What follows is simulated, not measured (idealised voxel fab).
Presented below is a process module, voxel self aligned contacts.
Square cell edge 5 nm, section width 150 nm, ID cut.
If you're reading a cross-section in this doc, picture square cells in a grid; it comes to you as bands, top ones listed first down to the bottom, and a band can be one or more rows of cells. Basically the band line says how high the top is and how high the bottom is, in nm, and then what's in it from left to right, every material with its width in nm. Empty space shows up as "air", and if a single material carries "full width" it runs the full band edge to edge. Heights are expressed relative to 0, this being the level below which the as-received wafer comprises one material exclusively. The lowest band is unbounded in the downward direction and is denoted as in "0 and below". Quick explanation for "30..40": the width changes in equal steps down the rows of cells, from the first number in the band's top row to the second number in its bottom row. Step marked "no modification"? Then no cell in the cross-section changed in it. Each empty space that has no open way to the top and spans at least 8 cells appears under "Internal closed voids" as width x height at distance, the distance counted from the left edge, all in nm. Whatever follows a step's settings on its line is a remark the simulator itself makes about that step. The setting "overlay nm" may be written on the line of a step. When the step uses a mask, the value reports how far to the right of the planned place the mask lay, and a negative value reports that it lay to the left.
-- The steps planned for the process are as follows
1. RECEIVE,material Si
2. OXIDIZE,depth nm 5
3. DIRECTIONAL_DEP,material polySi,thk nm 20
4. DIRECTIONAL_DEP,material SiN,thk nm 20
5. MASKED_ETCH,tone cover,mask id GATE,width nm 35,pitch nm 80,etch materials SiN,depth nm 20,overlay nm 0
6. MASKED_ETCH,tone cover,mask id GATE,width nm 35,pitch nm 80,etch materials polySi,depth nm 20,overlay nm 0
7. CONFORMAL_DEP,material SiN,thk nm 10
8. DIRECTIONAL_ETCH,etch materials SiN,depth nm 10
9. FILL_DEP,material SiO2,thk nm 10
10. CMP,height nm 45
11. DIRECTIONAL_DEP,material aC,thk nm 10
12. PATTERN,tone open,mask id CONTACT,material resist,width nm 65,thk nm 30,overlay nm 0
13. DIRECTIONAL_ETCH,etch materials aC,depth nm 10
14. STRIP,etch materials resist
15. DIRECTIONAL_ETCH,etch materials SiO2,depth nm 50
16. STRIP,etch materials aC
17. CONFORMAL_DEP,material TiN,thk nm 5
18. FILL_DEP,material W,thk nm 10
19. CMP,height nm 45
20. CONFORMAL_DEP,material SiN,thk nm 5
-- Cross-sectional view of the wafer in its as-received condition, corresponding to the state after step 1
0 and below  Si full width
Internal closed voids: none
-- Cross-sectional image of the first of two wafers at the end of the module, the run having proceeded as planned
50 down to 45  SiN full width
45 down to 40  SiO2=40, then TiN=25, then W=15, then TiN=25, then SiO2=45
40 down to 20  SiO2=5, then SiN=55, then TiN=5, then W=15, then TiN=5, then SiN=55, then SiO2=10
20 down to 0  SiO2=5, then SiN=10, then polySi=35, then SiN=10, then TiN=5, then W=15, then TiN=5, then SiN=10, then polySi=35, then SiN=10, then SiO2=10
0 down to -5  SiO2=60, then TiN=25, then SiO2=65
-5 and below  Si full width
Internal closed voids: none
-- This cross-section belongs to the second wafer of two at the end of the module; the start and the plan were shared with the first, and the run included one mistake
50 down to 45  SiN full width
45 down to 40  SiO2=40, then TiN=25, then W=15, then TiN=25, then SiO2=45
40 down to 20  SiO2=5, then SiN=55, then TiN=5, then W=15, then TiN=5, then SiN=55, then SiO2=10
20 down to 5  SiO2=5, then SiN=10, then polySi=35, then SiN=10, then TiN=5, then W=15, then TiN=5, then SiN=10, then polySi=35, then SiN=10, then SiO2=10
5 down to 0  SiO2=5, then SiN=10, then polySi=35, then SiN=10, then TiN=25, then SiN=10, then polySi=35, then SiN=10, then SiO2=10
0 and below  Si full width
Internal closed voids: none
Diagnosis: the run left out plan step 2 entirely, so it was never executed
Materials where the second wafer ends with more or fewer cells than the first: 30 more of Si, 25 fewer of SiO2, 2 fewer of TiN, 3 fewer of W
